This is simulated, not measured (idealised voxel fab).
process module | voxel tone inversion
cross-section cut | 165 nm wide | cells 5 nm
A cross-section is a grid of square cells, given in bands from the top down. A band is one or more rows of cells.
Each band's line starts with the height of the band's top and of its bottom, in nm. Then come its materials from left to right, each with its width in nm. One material with "throughout" fills the band from edge to edge. "air" is empty space.
Height 0 is the level under which the wafer as received is all one material. The lowest band goes on downwards, as in "0 down".
A width such as "30 to 40" changes by the same amount from each row of cells to the next, from the band's top row to its bottom row.
"no change" after a step means that no cell of the cross-section changed.
closed voids: empty space of 8 cells or more with no open way to the top, each as width x height at its distance from the left edge, in nm
after a step's settings: what the simulator itself notes on the step
overlay nm, on a step with a mask: how far to the right of its planned place the mask lay; to the left if negative
plan
1 op RECEIVE | material Si
2 op CONFORMAL_DEP | material SiN | thk nm 5
3 op DIRECTIONAL_DEP | material polySi | thk nm 20
4 op PATTERN | tone cover | mask id POSTS | material resist | width nm 20 | pitch nm 35 | thk nm 25 | overlay nm 0
5 op DIRECTIONAL_ETCH | etch materials polySi | depth nm 20
6 op STRIP | etch materials resist
7 op FILL_DEP | material lowk | thk nm 10
8 op CMP | height nm 25
9 op STRIP | etch materials polySi
as received, after step 1
  0 down: Si throughout
  closed voids: none
a wafer at the end: this start, this plan, one mistake
  25 to 5: air 20 | lowk 20 | air 15 | lowk 20 | air 15 | lowk 20 | air 15 | lowk 20 | air 20
  5 to 0: SiN throughout
  0 down: Si throughout
  closed voids: none
what went wrong: step 4 ran as: op PATTERN | tone open | mask id POSTS | material resist | width nm 20 | pitch nm 35 | thk nm 25 | overlay nm 0
